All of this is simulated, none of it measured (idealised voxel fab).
process module | voxel capacitor over wiring
cross-section cut | 180 nm wide | cells 5 nm
A cross-section is a grid of square cells, given in bands from the top down. A band is one or more rows of cells.
Each band's line starts with the height of the band's top and of its bottom, in nm. Then come its materials from left to right, each with its width in nm. One material with "throughout" fills the band from edge to edge. "air" is empty space.
Height 0 is the level under which the wafer as received is all one material. The lowest band goes on downwards, as in "0 down".
A width such as "30 to 40" changes by the same amount from each row of cells to the next, from the band's top row to its bottom row.
"no change" after a step means that no cell of the cross-section changed.
closed voids: empty space of 8 cells or more with no open way to the top, each as width x height at its distance from the left edge, in nm
after a step's settings: what the simulator itself notes on the step
overlay nm, on a step with a mask: how far to the right of its planned place the mask lay; to the left if negative
plan
1 op RECEIVE | material Si
2 op CONFORMAL_DEP | material SiO2 | thk nm 10
3 op CONFORMAL_DEP | material SiCN | thk nm 5
4 op DIRECTIONAL_DEP | material lowk | thk nm 20
5 op MASKED_ETCH | tone open | mask id METAL_1 | width nm 25 | pitch nm 95 | etch materials lowk | depth nm 20 | overlay nm 0
6 op MASKED_ETCH | tone open | mask id METAL_1 | width nm 25 | pitch nm 95 | etch materials SiCN | depth nm 5 | overlay nm 0
7 op CONFORMAL_DEP | material TiN | thk nm 5
8 op FILL_DEP | material Cu | thk nm 5
9 op CMP | height nm 35
10 op CONFORMAL_DEP | material SiCN | thk nm 5
11 op DIRECTIONAL_DEP | material SiO2 | thk nm 20
12 op MASKED_ETCH | tone open | mask id PLUG_1 | width nm 15 | etch materials SiO2 | depth nm 20 | overlay nm 0
13 op MASKED_ETCH | tone open | mask id PLUG_1 | width nm 15 | etch materials SiCN | depth nm 5 | overlay nm 0
14 op CONFORMAL_DEP | material TiN | thk nm 5
15 op FILL_DEP | material W | thk nm 10
16 op CMP | height nm 60
17 op DIRECTIONAL_DEP | material TiN | thk nm 10
18 op DIRECTIONAL_DEP | material SiN | thk nm 5
19 op DIRECTIONAL_DEP | material TiN | thk nm 5
20 op DIRECTIONAL_DEP | material aC | thk nm 15
21 op PATTERN | tone cover | mask id UPPER_PLATE | material resist | width nm 75 | thk nm 30 | overlay nm 0
22 op DIRECTIONAL_ETCH | etch materials aC | depth nm 15
23 op STRIP | etch materials resist
24 op DIRECTIONAL_ETCH | etch materials TiN | depth nm 5
25 op DIRECTIONAL_ETCH | etch materials SiN | depth nm 5
26 op STRIP | etch materials aC
27 op PATTERN | tone cover | mask id LOWER_PLATE | material resist | width nm 85 | thk nm 15 | overlay nm 0
28 op DIRECTIONAL_ETCH | etch materials TiN | depth nm 10
29 op STRIP | etch materials resist
30 op FILL_DEP | material SiO2 | thk nm 15
31 op CMP | height nm 90
32 op DIRECTIONAL_DEP | material aC | thk nm 15
33 op PATTERN | tone open | mask id PLUG_2 | material resist | width nm 15 | thk nm 35 | overlay nm 0
34 op DIRECTIONAL_ETCH | etch materials aC | depth nm 15
35 op STRIP | etch materials resist
36 op DIRECTIONAL_ETCH | etch materials SiO2 | depth nm 10
37 op STRIP | etch materials aC
38 op CONFORMAL_DEP | material TiN | thk nm 5
39 op FILL_DEP | material W | thk nm 10
40 op CMP | height nm 90
41 op CONFORMAL_DEP | material SiCN | thk nm 5
first wafer, as planned
as received, after step 1
  0 down: Si throughout
  closed voids: none
after step 2
  10 to 0: SiO2 throughout
  below 0: unchanged
after step 3
  15 to 10: SiCN throughout
  below 10: unchanged
after step 4
  35 to 15: lowk throughout
  below 15: unchanged
after step 5
  35 to 15: lowk 30 | air 25 | lowk 70 | air 25 | lowk 30
  below 15: unchanged
after step 6
  35 to 15: lowk 30 | air 25 | lowk 70 | air 25 | lowk 30
  15 to 10: SiCN 30 | air 25 | SiCN 70 | air 25 | SiCN 30
  below 10: unchanged
after step 7
  40 to 35: TiN 35 | air 15 | TiN 80 | air 15 | TiN 35
  35 to 15: lowk 30 | TiN 5 | air 15 | TiN 5 | lowk 70 | TiN 5 | air 15 | TiN 5 | lowk 30
  15 to 10: SiCN 30 | TiN 25 | SiCN 70 | TiN 25 | SiCN 30
  below 10: unchanged
after step 8
  45 to 40: Cu throughout
  40 to 35: TiN 35 | Cu 15 | TiN 80 | Cu 15 | TiN 35
  35 to 15: lowk 30 | TiN 5 | Cu 15 | TiN 5 | lowk 70 | TiN 5 | Cu 15 | TiN 5 | lowk 30
  below 15: unchanged
after step 9
  35 to 15: lowk 30 | TiN 5 | Cu 15 | TiN 5 | lowk 70 | TiN 5 | Cu 15 | TiN 5 | lowk 30
  below 15: unchanged
after step 10
  40 to 35: SiCN throughout
  below 35: unchanged
after step 11
  60 to 40: SiO2 throughout
  below 40: unchanged
after step 12
  60 to 40: SiO2 40 | air 15 | SiO2 125
  below 40: unchanged
after step 13
  60 to 40: SiO2 40 | air 15 | SiO2 125
  40 to 35: SiCN 40 | air 15 | SiCN 125
  below 35: unchanged
after step 14
  65 to 60: TiN 45 | air 5 | TiN 130
  60 to 40: SiO2 40 | TiN 5 | air 5 | TiN 5 | SiO2 125
  40 to 35: SiCN 40 | TiN 15 | SiCN 125
  below 35: unchanged
after step 15
  75 to 65: W throughout
  65 to 60: TiN 45 | W 5 | TiN 130
  60 to 40: SiO2 40 | TiN 5 | W 5 | TiN 5 | SiO2 125
  below 40: unchanged
after step 16
  60 to 40: SiO2 40 | TiN 5 | W 5 | TiN 5 | SiO2 125
  below 40: unchanged
after step 17
  70 to 60: TiN throughout
  below 60: unchanged
after step 18
  75 to 70: SiN throughout
  below 70: unchanged
after step 19
  80 to 75: TiN throughout
  below 75: unchanged
after step 20
  95 to 80: aC throughout
  below 80: unchanged
after step 21
  125 to 95: air 40 | resist 75 | air 65
  below 95: unchanged
after step 22
  110 to 95: air 40 | resist 75 | air 65
  95 to 80: air 40 | aC 75 | air 65
  below 80: unchanged
after step 23
  95 to 80: air 40 | aC 75 | air 65
  below 80: unchanged
after step 24
  95 to 80: air 40 | aC 75 | air 65
  80 to 75: air 40 | TiN 75 | air 65
  below 75: unchanged
after step 25
  95 to 80: air 40 | aC 75 | air 65
  80 to 75: air 40 | TiN 75 | air 65
  75 to 70: air 40 | SiN 75 | air 65
  below 70: unchanged
after step 26
  80 to 75: air 40 | TiN 75 | air 65
  below 75: unchanged
after step 27
  95 to 80: air 35 | resist 85 | air 60
  80 to 75: air 35 | resist 5 | TiN 75 | resist 5 | air 60
  75 to 70: air 35 | resist 5 | SiN 75 | resist 5 | air 60
  below 70: unchanged
after step 28
  95 to 80: air 35 | resist 85 | air 60
  80 to 75: air 35 | resist 5 | TiN 75 | resist 5 | air 60
  75 to 70: air 35 | resist 5 | SiN 75 | resist 5 | air 60
  70 to 60: air 35 | TiN 85 | air 60
  below 60: unchanged
after step 29
  80 to 75: air 40 | TiN 75 | air 65
  75 to 70: air 40 | SiN 75 | air 65
  below 70: unchanged
after step 30
  95 to 80: SiO2 throughout
  80 to 75: SiO2 40 | TiN 75 | SiO2 65
  75 to 70: SiO2 40 | SiN 75 | SiO2 65
  70 to 60: SiO2 35 | TiN 85 | SiO2 60
  below 60: unchanged
after step 31
  90 to 80: SiO2 throughout
  below 80: unchanged
after step 32
  105 to 90: aC throughout
  below 90: unchanged
after step 33
  140 to 105: resist 50 | air 15 | resist 115
  below 105: unchanged
after step 34
  125 to 105: resist 50 | air 15 | resist 115
  105 to 90: aC 50 | air 15 | aC 115
  below 90: unchanged
after step 35
  105 to 90: aC 50 | air 15 | aC 115
  below 90: unchanged
after step 36
  105 to 90: aC 50 | air 15 | aC 115
  90 to 80: SiO2 50 | air 15 | SiO2 115
  below 80: unchanged
after step 37
  90 to 80: SiO2 50 | air 15 | SiO2 115
  below 80: unchanged
after step 38
  95 to 90: TiN 55 | air 5 | TiN 120
  90 to 85: SiO2 50 | TiN 5 | air 5 | TiN 5 | SiO2 115
  85 to 75: SiO2 50 to 40 | TiN 15 to 75 | SiO2 115 to 65
  below 75: unchanged
after step 39
  105 to 95: W throughout
  95 to 90: TiN 55 | W 5 | TiN 120
  90 to 85: SiO2 50 | TiN 5 | W 5 | TiN 5 | SiO2 115
  below 85: unchanged
after step 40
  90 to 85: SiO2 50 | TiN 5 | W 5 | TiN 5 | SiO2 115
  below 85: unchanged
after step 41
  95 to 90: SiCN throughout
  below 90: unchanged
second wafer: like start, like plan, one mistake. Through step 11 it matches the first wafer
when step 12 should have ended
  60 to 40: air 40 | SiO2 15 | air 125
  below 40: unchanged
when step 13 should have ended: no change
when step 14 should have ended
  65 to 60: air 35 | TiN 25 | air 120
  60 to 45: air 35 | TiN 5 | SiO2 15 | TiN 5 | air 120
  45 to 40: TiN 40 | SiO2 15 | TiN 125
  below 40: unchanged
when step 15 should have ended
  75 to 65: W throughout
  65 to 60: W 35 | TiN 25 | W 120
  60 to 45: W 35 | TiN 5 | SiO2 15 | TiN 5 | W 120
  below 45: unchanged
when step 16 should have ended
  60 to 45: W 35 | TiN 5 | SiO2 15 | TiN 5 | W 120
  below 45: unchanged
when step 17 should have ended
  70 to 60: TiN throughout
  below 60: unchanged
when step 18 should have ended
  75 to 70: SiN throughout
  below 70: unchanged
when step 19 should have ended
  80 to 75: TiN throughout
  below 75: unchanged
when step 20 should have ended
  95 to 80: aC throughout
  below 80: unchanged
when step 21 should have ended
  125 to 95: air 40 | resist 75 | air 65
  below 95: unchanged
when step 22 should have ended
  110 to 95: air 40 | resist 75 | air 65
  95 to 80: air 40 | aC 75 | air 65
  below 80: unchanged
when step 23 should have ended
  95 to 80: air 40 | aC 75 | air 65
  below 80: unchanged
when step 24 should have ended
  95 to 80: air 40 | aC 75 | air 65
  80 to 75: air 40 | TiN 75 | air 65
  below 75: unchanged
when step 25 should have ended
  95 to 80: air 40 | aC 75 | air 65
  80 to 75: air 40 | TiN 75 | air 65
  75 to 70: air 40 | SiN 75 | air 65
  below 70: unchanged
when step 26 should have ended
  80 to 75: air 40 | TiN 75 | air 65
  below 75: unchanged
when step 27 should have ended
  95 to 80: air 35 | resist 85 | air 60
  80 to 75: air 35 | resist 5 | TiN 75 | resist 5 | air 60
  75 to 70: air 35 | resist 5 | SiN 75 | resist 5 | air 60
  below 70: unchanged
when step 28 should have ended
  95 to 80: air 35 | resist 85 | air 60
  80 to 75: air 35 | resist 5 | TiN 75 | resist 5 | air 60
  75 to 70: air 35 | resist 5 | SiN 75 | resist 5 | air 60
  70 to 60: air 35 | TiN 85 | air 60
  below 60: unchanged
when step 29 should have ended
  80 to 75: air 40 | TiN 75 | air 65
  75 to 70: air 40 | SiN 75 | air 65
  below 70: unchanged
when step 30 should have ended
  95 to 80: SiO2 throughout
  80 to 75: SiO2 40 | TiN 75 | SiO2 65
  75 to 70: SiO2 40 | SiN 75 | SiO2 65
  70 to 60: SiO2 35 | TiN 85 | SiO2 60
  below 60: unchanged
when step 31 should have ended
  90 to 80: SiO2 throughout
  below 80: unchanged
when step 32 should have ended
  105 to 90: aC throughout
  below 90: unchanged
when step 33 should have ended
  140 to 105: resist 50 | air 15 | resist 115
  below 105: unchanged
when step 34 should have ended
  125 to 105: resist 50 | air 15 | resist 115
  105 to 90: aC 50 | air 15 | aC 115
  below 90: unchanged
when step 35 should have ended
  105 to 90: aC 50 | air 15 | aC 115
  below 90: unchanged
when step 36 should have ended
  105 to 90: aC 50 | air 15 | aC 115
  90 to 80: SiO2 50 | air 15 | SiO2 115
  below 80: unchanged
when step 37 should have ended
  90 to 80: SiO2 50 | air 15 | SiO2 115
  below 80: unchanged
when step 38 should have ended
  95 to 90: TiN 55 | air 5 | TiN 120
  90 to 85: SiO2 50 | TiN 5 | air 5 | TiN 5 | SiO2 115
  85 to 75: SiO2 50 to 40 | TiN 15 to 75 | SiO2 115 to 65
  below 75: unchanged
when step 39 should have ended
  105 to 95: W throughout
  95 to 90: TiN 55 | W 5 | TiN 120
  90 to 85: SiO2 50 | TiN 5 | W 5 | TiN 5 | SiO2 115
  below 85: unchanged
when step 40 should have ended
  90 to 85: SiO2 50 | TiN 5 | W 5 | TiN 5 | SiO2 115
  below 85: unchanged
when step 41 should have ended
  95 to 90: SiCN throughout
  below 90: unchanged
what went wrong: step 12 ran as: op MASKED_ETCH | tone cover | mask id PLUG_1 | width nm 15 | etch materials SiO2 | depth nm 20 | overlay nm 0
at the end the second wafer has, in cells: 3 more of SiCN | 120 fewer of SiO2 | 28 more of TiN | 89 more of W
